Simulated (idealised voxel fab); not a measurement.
Process module under the name voxel released beams
Pictured: cross-section cut, 170 nm wide, on a grid of 5 nm square cells.
Think of the cross-section as a grid of square cells. We describe it in bands, top to bottom, and each band covers one or more rows of those cells. Basically the band line says how high the top is and how high the bottom is, in nm, and then what's in it from left to right, every material with its width in nm. Empty space shows up as "empty", and if a single material carries "full width" it runs the full band edge to edge. Note: height 0 marks the level under which the wafer is uniformly one material as received. Lowest band unbounded below, written "0 -> down". Width "30..40": first value at the band's top row of cells, second value at its bottom row, equal change from row to row. "no modification" (step): cross-section cells unchanged, all of them. Each empty space that has no open way to the top and spans at least 8 cells appears under "Closed void list" as width x height at distance, the distance counted from the left edge, all in nm. Read whatever lies past the settings on a step's line as the simulator's own remark about the step. Regarding "overlay nm": on a step with a mask, it is the distance the mask lay to the right of its planned place; a negative value places it to the left.
**So here's the lineup of process steps we planned**
| 1 | RECEIVE | material Si |
| 2 | CONFORMAL_DEP | material SiN | thk nm 5 |
| 3 | DIRECTIONAL_DEP | material SiO2 | thk nm 20 |
| 4 | DIRECTIONAL_DEP | material aC | thk nm 15 |
| 5 | PATTERN | tone open | mask id ANCHOR | material resist | width nm 45 | thk nm 30 | overlay nm 0 |
| 6 | DIRECTIONAL_ETCH | etch materials aC | depth nm 15 |
| 7 | STRIP | etch materials resist |
| 8 | DIRECTIONAL_ETCH | etch materials SiO2 | depth nm 20 |
| 9 | STRIP | etch materials aC |
| 10 | CONFORMAL_DEP | material polySi | thk nm 15 |
| 11 | DIRECTIONAL_DEP | material aC | thk nm 10 |
| 12 | PATTERN | tone cover | mask id BEAM | material resist | width nm 90 | thk nm 25 | overlay nm 0 |
| 13 | DIRECTIONAL_ETCH | etch materials aC | depth nm 10 |
| 14 | STRIP | etch materials resist |
| 15 | DIRECTIONAL_ETCH | etch materials polySi | depth nm 15 |
| 16 | STRIP | etch materials aC |
| 17 | STRIP | etch materials SiO2 |
**Delivered wafer in cross-section: state after step 1**
  0 -> down = Si full width
  Closed void list: none
**Starting structure and process plan are as shown above, but one mistake was made in running the module; the wafer cross-section at the end of the module follows**
  40 -> 25 = empty=35 / polySi=65 / empty=70
  25 -> 20 = empty=25 / polySi=15 / SiO2=45 / polySi=15 / empty=70
  20 -> 5 = empty=25 / polySi=15 / SiO2=45 / polySi=40 / empty=45
  5 -> 0 = SiN full width
  0 -> down = Si full width
  Closed void list: none
The mistake made against the process plan was this: step 5 ran differently from the plan; actual operation with settings: PATTERN | tone cover | mask id ANCHOR | material resist | width nm 45 | thk nm 30 | overlay nm 0
